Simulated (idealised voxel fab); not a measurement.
process module | voxel capacitor over wiring
cross-section cut | 235 nm wide | cells 5 nm
A cross-section is a grid of square cells, given in bands from the top down. A band is one or more rows of cells.
Each band's line starts with the height of the band's top and of its bottom, in nm. Then come its materials from left to right, each with its width in nm. One material with "throughout" fills the band from edge to edge. "air" is empty space.
Height 0 is the level under which the wafer as received is all one material. The lowest band goes on downwards, as in "0 down".
A width such as "30 to 40" changes by the same amount from each row of cells to the next, from the band's top row to its bottom row.
"no change" after a step means that no cell of the cross-section changed.
closed voids: empty space of 8 cells or more with no open way to the top, each as width x height at its distance from the left edge, in nm
after a step's settings: what the simulator itself notes on the step
overlay nm, on a step with a mask: how far to the right of its planned place the mask lay; to the left if negative
plan
1 op RECEIVE | material Si
2 op CONFORMAL_DEP | material SiO2 | thk nm 15
3 op CONFORMAL_DEP | material SiN | thk nm 5
4 op DIRECTIONAL_DEP | material SiO2 | thk nm 15
5 op DIRECTIONAL_DEP | material aC | thk nm 10
6 op PATTERN | tone open | mask id METAL_1 | material resist | width nm 25 | pitch nm 90 | thk nm 30 | overlay nm 0
7 op DIRECTIONAL_ETCH | etch materials aC | depth nm 10
8 op STRIP | etch materials resist
9 op DIRECTIONAL_ETCH | etch materials SiO2 | depth nm 15
10 op DIRECTIONAL_ETCH | etch materials SiN | depth nm 5
11 op STRIP | etch materials aC
12 op CONFORMAL_DEP | material TiN | thk nm 5
13 op FILL_DEP | material Cu | thk nm 5
14 op CMP | height nm 35
15 op EPI | material Ru | thk nm 5
16 op FILL_DEP | material SiCN | thk nm 5
17 op DIRECTIONAL_DEP | material lowk | thk nm 15
18 op DIRECTIONAL_DEP | material aC | thk nm 10
19 op PATTERN | tone open | mask id PLUG_1 | material resist | width nm 15 | thk nm 30 | overlay nm 0
20 op DIRECTIONAL_ETCH | etch materials aC | depth nm 10
21 op STRIP | etch materials resist
22 op DIRECTIONAL_ETCH | etch materials lowk | depth nm 15
23 op DIRECTIONAL_ETCH | etch materials SiCN | depth nm 5
24 op STRIP | etch materials aC
25 op EPI | material Ru | thk nm 10
26 op EPI | material Ru | thk nm 10
27 op DIRECTIONAL_DEP | material TiN | thk nm 5
28 op DIRECTIONAL_DEP | material Al2O3 | thk nm 5
29 op DIRECTIONAL_DEP | material TiN | thk nm 10
30 op MASKED_ETCH | tone cover | mask id UPPER_PLATE | width nm 70 | etch materials TiN | depth nm 10 | overlay nm 0
31 op MASKED_ETCH | tone cover | mask id UPPER_PLATE | width nm 70 | etch materials Al2O3 | depth nm 5 | overlay nm 0
32 op DIRECTIONAL_DEP | material aC | thk nm 15
33 op PATTERN | tone cover | mask id LOWER_PLATE | material resist | width nm 80 | thk nm 35 | overlay nm 0
34 op DIRECTIONAL_ETCH | etch materials aC | depth nm 15
35 op STRIP | etch materials resist
36 op DIRECTIONAL_ETCH | etch materials TiN | depth nm 5
37 op STRIP | etch materials aC
38 op FILL_DEP | material SiO2 | thk nm 15
39 op CMP | height nm 90
40 op DIRECTIONAL_DEP | material aC | thk nm 15
41 op PATTERN | tone open | mask id PLUG_2 | material resist | width nm 15 | thk nm 35 | overlay nm 0
42 op DIRECTIONAL_ETCH | etch materials aC | depth nm 15
43 op STRIP | etch materials resist
44 op DIRECTIONAL_ETCH | etch materials SiO2 | depth nm 10
45 op STRIP | etch materials aC
46 op CONFORMAL_DEP | material TiN | thk nm 5
47 op FILL_DEP | material Ru | thk nm 5
48 op CMP | height nm 90
49 op CONFORMAL_DEP | material SiCN | thk nm 5
as received, after step 1
  0 down: Si throughout
  closed voids: none
first wafer at the end, as planned
  95 to 90: SiCN throughout
  90 to 85: SiO2 80 | TiN 5 | Ru 5 | TiN 5 | SiO2 140
  85 to 80: SiO2 80 | TiN 15 | SiO2 140
  80 to 70: SiO2 70 | TiN 70 | SiO2 95
  70 to 65: SiO2 70 | Al2O3 70 | SiO2 95
  65 to 60: SiO2 65 | TiN 80 | SiO2 90
  60 to 45: lowk 70 | Ru 15 | lowk 150
  45 to 40: SiCN 70 | Ru 15 | SiCN 150
  40 to 35: SiCN 55 | Ru 35 | SiCN 55 | Ru 35 | SiCN 55
  35 to 20: SiO2 60 | TiN 5 | Cu 15 | TiN 5 | SiO2 65 | TiN 5 | Cu 15 | TiN 5 | SiO2 60
  20 to 15: SiN 60 | TiN 25 | SiN 65 | TiN 25 | SiN 60
  15 to 0: SiO2 throughout
  0 down: Si throughout
  closed voids: none
second wafer at the end: like start, like plan, one mistake
  95 to 90: SiCN throughout
  90 to 85: SiO2 80 | TiN 5 | Ru 5 | TiN 5 | SiO2 140
  85 to 80: SiO2 80 | TiN 15 | SiO2 140
  80 to 70: SiO2 70 | TiN 70 | SiO2 95
  70 to 65: SiO2 70 | Al2O3 70 | SiO2 95
  65 to 60: SiO2 65 | TiN 80 | SiO2 90
  60 to 45: lowk 70 | Ru 15 | lowk 150
  45 to 40: SiCN 70 | Ru 15 | SiCN 150
  40 to 35: SiCN 55 | Ru 35 | SiCN 55 | Ru 35 | SiCN 55
  35 to 20: SiO2 60 | TiN 5 | Cu 15 | TiN 5 | SiO2 65 | TiN 5 | Cu 15 | TiN 5 | SiO2 60
  20 to 15: SiN 60 | TiN 25 | SiN 65 | TiN 25 | SiN 60
  15 to 0: TiN throughout
  0 down: Si throughout
  closed voids: none
what went wrong: step 2 ran as: op CONFORMAL_DEP | material TiN | thk nm 15
at the end the second wafer has, in cells: 141 fewer of SiO2 | 141 more of TiN
